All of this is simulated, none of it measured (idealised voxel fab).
The following is a process module called voxel self aligned contacts.
In the cross-section labelled cut, the width is 185 nm and each square cell is 5 nm.
Cross-section spec: square-cell grid; bands listed top down; each band is one or more rows. Per band: top height and bottom height in nm, followed by the left-to-right materials and their widths in nm; "full width" marks a single material spanning edge to edge, "air" marks empty space. All heights in this document are referenced to 0, defined as the level beneath which the wafer, as received, consists entirely of one material. The lowest band is not bounded below; it extends indefinitely downward and is written in the form "0..down". Width: "30..40" (first number = top row, second number = bottom row, same change from row to row of cells). For the purposes of this document, the phrase "no modification" attached to a step denotes that no cell within the cross-section was modified by that step. The entry titled "Trapped voids" provides the empty spaces that have no open way to the top, restricted to those of 8 cells or more. Each is presented as width x height at distance, the distance being measured from the left edge, with all three in nm. Anything after a step's settings on that line? It's the simulator's own note about the step. Steps that use a mask can have "overlay nm" on their line. It says how far the mask sat to the right of where it was meant to be. Negative means to the left.
[List of planned process steps]
step 1: RECEIVE | material Si
step 2: OXIDIZE | depth nm 5
step 3: DIRECTIONAL_DEP | material polySi | thk nm 25
step 4: DIRECTIONAL_DEP | material SiN | thk nm 25
step 5: DIRECTIONAL_DEP | material aC | thk nm 10
step 6: PATTERN | tone cover | mask id GATE | material resist | width nm 25 | pitch nm 65 | thk nm 30 | overlay nm 0
step 7: DIRECTIONAL_ETCH | etch materials aC | depth nm 10
step 8: STRIP | etch materials resist
step 9: DIRECTIONAL_ETCH | etch materials SiN | depth nm 25
step 10: DIRECTIONAL_ETCH | etch materials polySi | depth nm 25
step 11: STRIP | etch materials aC
step 12: CONFORMAL_DEP | material SiN | thk nm 5
step 13: DIRECTIONAL_ETCH | etch materials SiN | depth nm 10
step 14: FILL_DEP | material SiO2 | thk nm 20
step 15: CMP | height nm 60
step 16: MASKED_ETCH | tone open | mask id CONTACT | width nm 50 | pitch nm 65 | etch materials SiO2 | depth nm 65 | overlay nm 0
step 17: CONFORMAL_DEP | material TiN | thk nm 5
step 18: FILL_DEP | material W | thk nm 5
step 19: CMP | height nm 60
step 20: CONFORMAL_DEP | material SiCN | thk nm 5
For clarity, it should be stated that the wafers under discussion commence in an identical condition and differ with respect to the thk nm of step 12, the plan indicating the value that the first wafer had.
[The first of several wafers, as received after step 1, seen in section]
    0..down | Si full width
    Trapped voids: none
[After the module's final step, step 20: the first of several wafers in cross-section]
    65..60 | SiCN full width
    60..50 | SiO2 35, then TiN 5, then W 40, then TiN 5, then SiO2 15, then TiN 5, then W 40, then TiN 5, then SiO2 35
    50..45 | SiO2 35, then TiN 15, then W 20, then TiN 15, then SiO2 15, then TiN 15, then W 20, then TiN 15, then SiO2 35
    45..25 | SiO2 10, then SiN 35, then TiN 5, then W 20, then TiN 5, then SiN 35, then TiN 5, then W 20, then TiN 5, then SiN 35, then SiO2 10
    25..0 | SiO2 10, then SiN 5, then polySi 25, then SiN 5, then TiN 5, then W 20, then TiN 5, then SiN 5, then polySi 25, then SiN 5, then TiN 5, then W 20, then TiN 5, then SiN 5, then polySi 25, then SiN 5, then SiO2 10
    0..-5 | SiO2 45, then TiN 30, then SiO2 35, then TiN 30, then SiO2 45
    -5..down | Si full width
    Trapped voids: none
[Cross-sectional view, end of module, last wafer of several]
    65..60 | SiCN full width
    60..25 | SiN full width
    25..0 | SiN 15, then polySi 25, then SiN 40, then polySi 25, then SiN 40, then polySi 25, then SiN 15
    0..-5 | SiO2 full width
    -5..down | Si full width
    Trapped voids: none
[Gained (+) or lost (-) cells of each material since receipt, then closed voids: one row per wafer, at the end of the module]
thk nm 5 | -37 Si | +37 SiCN | +114 SiN | +112 SiO2 | +68 TiN | +112 W | +75 polySi | Trapped voids: none
thk nm 10 | -37 Si | +37 SiCN | +195 SiN | +83 SiO2 | +68 TiN | +60 W | +75 polySi | Trapped voids: none
thk nm 15 | -37 Si | +37 SiCN | +292 SiN | +54 SiO2 | +60 TiN | +75 polySi | Trapped voids: none
thk nm 20 | -37 Si | +37 SiCN | +369 SiN | +37 SiO2 | +75 polySi | Trapped voids: none
thk nm 25 | -37 Si | +37 SiCN | +369 SiN | +37 SiO2 | +75 polySi | Trapped voids: none
